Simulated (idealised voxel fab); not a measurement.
The following is a process module called voxel ribs on slabs.
Section shown: cut. Width: 195 nm. Cell size: 5 nm, square.
Format of a cross-section: grid, square cells. Given as bands. Order: top down. Band: one or more rows of cells.
Top, bottom (nm), then materials left to right with widths (nm); lone material tagged "full width" fills the whole band edge to edge; "empty" = empty space.
Note: height 0 marks the level under which the wafer is uniformly one material as received. Lowest band unbounded below, written "top 0, no bottom".
Width spec "30..40" -> top row of cells at first value, bottom row at second value, equal per-row change in between.
It should be understood that the words "remains unaltered", when stated for a given step, signify that the cross-section underwent no change in any of its cells during that step.
Empty spaces without an open route to the top, at least 8 cells in extent, make up the entry "Closed void table"; each is given as width x height at distance, where the distance is measured from the left edge, and all are in nm.
On each step's line, the part that comes after the settings is the simulator's own comment on the step.
If you see "overlay nm" on a step's line and that step has a mask, it's telling you how far right of where it was planned the mask ended up; a negative number means it went left instead.

Below is the list of planned process steps
1 RECEIVE: material Si
2 DIRECTIONAL_DEP: material SiO2, thk nm 25
3 DIRECTIONAL_DEP: material SiN, thk nm 20
4 PATTERN: tone cover, mask id RIB, material resist, width nm 25, thk nm 15, overlay nm 0
5 DIRECTIONAL_ETCH: etch materials SiN, depth nm 5
6 STRIP: etch materials resist
7 MASKED_ETCH: tone cover, mask id SLAB, width nm 85, etch materials SiN, depth nm 15, overlay nm 0
8 FILL_DEP: material SiO2, thk nm 20
9 CMP: height nm 60
10 DIRECTIONAL_DEP: material W, thk nm 10
11 DIRECTIONAL_DEP: material aC, thk nm 10
12 PATTERN: tone cover, mask id HEATER, material resist, width nm 35, thk nm 30, overlay nm 0
13 DIRECTIONAL_ETCH: etch materials aC, depth nm 10
14 STRIP: etch materials resist
15 DIRECTIONAL_ETCH: etch materials W, depth nm 10
16 STRIP: etch materials aC
17 CONFORMAL_DEP: material SiO2, thk nm 10

So, the first of our two wafers, run just as we planned it

as received, after step 1
  top 0, no bottom = Si full width
  Closed void table: none

Step 2 done - wafer cross-section
  top 25, bottom 0 = SiO2 full width
  For the remainder of the cross-section, below 0, there is no change.

Step 3 done - wafer cross-section
  top 45, bottom 25 = SiN full width
  For the remainder of the cross-section, below 25, there is no change.

Step 4 done - wafer cross-section
  top 60, bottom 45 = 85 of empty / 25 of resist / 85 of empty
  For the remainder of the cross-section, below 45, there is no change.

Step 5 done - wafer cross-section
  top 60, bottom 45 = 85 of empty / 25 of resist / 85 of empty
  top 45, bottom 40 = 85 of empty / 25 of SiN / 85 of empty
  For the remainder of the cross-section, below 40, there is no change.

Step 6 done - wafer cross-section
  top 45, bottom 40 = 85 of empty / 25 of SiN / 85 of empty
  For the remainder of the cross-section, below 40, there is no change.

Step 7 done - wafer cross-section
  top 45, bottom 40 = 85 of empty / 25 of SiN / 85 of empty
  top 40, bottom 25 = 55 of empty / 85 of SiN / 55 of empty
  For the remainder of the cross-section, below 25, there is no change.

Step 8 done - wafer cross-section
  top 65, bottom 45 = SiO2 full width
  top 45, bottom 40 = 85 of SiO2 / 25 of SiN / 85 of SiO2
  top 40, bottom 25 = 55 of SiO2 / 85 of SiN / 55 of SiO2
  For the remainder of the cross-section, below 25, there is no change.

Step 9 done - wafer cross-section
  top 60, bottom 45 = SiO2 full width
  For the remainder of the cross-section, below 45, there is no change.

Step 10 done - wafer cross-section
  top 70, bottom 60 = W full width
  For the remainder of the cross-section, below 60, there is no change.

Step 11 done - wafer cross-section
  top 80, bottom 70 = aC full width
  For the remainder of the cross-section, below 70, there is no change.

Step 12 done - wafer cross-section
  top 110, bottom 80 = 80 of empty / 35 of resist / 80 of empty
  For the remainder of the cross-section, below 80, there is no change.

Step 13 done - wafer cross-section
  top 100, bottom 80 = 80 of empty / 35 of resist / 80 of empty
  top 80, bottom 70 = 80 of empty / 35 of aC / 80 of empty
  For the remainder of the cross-section, below 70, there is no change.

Step 14 done - wafer cross-section
  top 80, bottom 70 = 80 of empty / 35 of aC / 80 of empty
  For the remainder of the cross-section, below 70, there is no change.

Step 15 done - wafer cross-section
  top 80, bottom 70 = 80 of empty / 35 of aC / 80 of empty
  top 70, bottom 60 = 80 of empty / 35 of W / 80 of empty
  For the remainder of the cross-section, below 60, there is no change.

Step 16 done - wafer cross-section
  top 70, bottom 60 = 80 of empty / 35 of W / 80 of empty
  For the remainder of the cross-section, below 60, there is no change.

Step 17 done - wafer cross-section
  top 80, bottom 70 = 70 of empty / 55 of SiO2 / 70 of empty
  top 70, bottom 60 = 80 of SiO2 / 35 of W / 80 of SiO2
  For the remainder of the cross-section, below 60, there is no change.

Wafer two of the pair: same origin, same plan, one error during the run; identical to wafer one up to and including step 1

Second wafer cross-section, taken as of the time the plan sets for step 2 to be done
  top 20, bottom 0 = SiO2 full width
  For the remainder of the cross-section, below 0, there is no change.

Second wafer cross-section, taken as of the time the plan sets for step 3 to be done
  top 40, bottom 20 = SiN full width
  For the remainder of the cross-section, below 20, there is no change.

Second wafer cross-section, taken as of the time the plan sets for step 4 to be done
  top 55, bottom 40 = 85 of empty / 25 of resist / 85 of empty
  For the remainder of the cross-section, below 40, there is no change.

Second wafer cross-section, taken as of the time the plan sets for step 5 to be done
  top 55, bottom 40 = 85 of empty / 25 of resist / 85 of empty
  top 40, bottom 35 = 85 of empty / 25 of SiN / 85 of empty
  For the remainder of the cross-section, below 35, there is no change.

Second wafer cross-section, taken as of the time the plan sets for step 6 to be done
  top 40, bottom 35 = 85 of empty / 25 of SiN / 85 of empty
  For the remainder of the cross-section, below 35, there is no change.

Second wafer cross-section, taken as of the time the plan sets for step 7 to be done
  top 40, bottom 35 = 85 of empty / 25 of SiN / 85 of empty
  top 35, bottom 20 = 55 of empty / 85 of SiN / 55 of empty
  For the remainder of the cross-section, below 20, there is no change.

Second wafer cross-section, taken as of the time the plan sets for step 8 to be done
  top 60, bottom 40 = SiO2 full width
  top 40, bottom 35 = 85 of SiO2 / 25 of SiN / 85 of SiO2
  top 35, bottom 20 = 55 of SiO2 / 85 of SiN / 55 of SiO2
  For the remainder of the cross-section, below 20, there is no change.

Second wafer cross-section, taken as of the time the plan sets for step 9 to be done: remains unaltered

Second wafer cross-section, taken as of the time the plan sets for step 10 to be done
  top 70, bottom 60 = W full width
  For the remainder of the cross-section, below 60, there is no change.

Second wafer cross-section, taken as of the time the plan sets for step 11 to be done
  top 80, bottom 70 = aC full width
  For the remainder of the cross-section, below 70, there is no change.

Second wafer cross-section, taken as of the time the plan sets for step 12 to be done
  top 110, bottom 80 = 80 of empty / 35 of resist / 80 of empty
  For the remainder of the cross-section, below 80, there is no change.

Second wafer cross-section, taken as of the time the plan sets for step 13 to be done
  top 100, bottom 80 = 80 of empty / 35 of resist / 80 of empty
  top 80, bottom 70 = 80 of empty / 35 of aC / 80 of empty
  For the remainder of the cross-section, below 70, there is no change.

Second wafer cross-section, taken as of the time the plan sets for step 14 to be done
  top 80, bottom 70 = 80 of empty / 35 of aC / 80 of empty
  For the remainder of the cross-section, below 70, there is no change.

Second wafer cross-section, taken as of the time the plan sets for step 15 to be done
  top 80, bottom 70 = 80 of empty / 35 of aC / 80 of empty
  top 70, bottom 60 = 80 of empty / 35 of W / 80 of empty
  For the remainder of the cross-section, below 60, there is no change.

Second wafer cross-section, taken as of the time the plan sets for step 16 to be done
  top 70, bottom 60 = 80 of empty / 35 of W / 80 of empty
  For the remainder of the cross-section, below 60, there is no change.

Second wafer cross-section, taken as of the time the plan sets for step 17 to be done
  top 80, bottom 70 = 70 of empty / 55 of SiO2 / 70 of empty
  top 70, bottom 60 = 80 of SiO2 / 35 of W / 80 of SiO2
  For the remainder of the cross-section, below 60, there is no change.
Nonconformance to the process plan: so step 2 ended up running with a different setting than we planned, it ran as DIRECTIONAL_DEP: material SiO2, thk nm 20
So at the finish, the second wafer's got exactly as many cells of each material as the first, just not in the same spots.
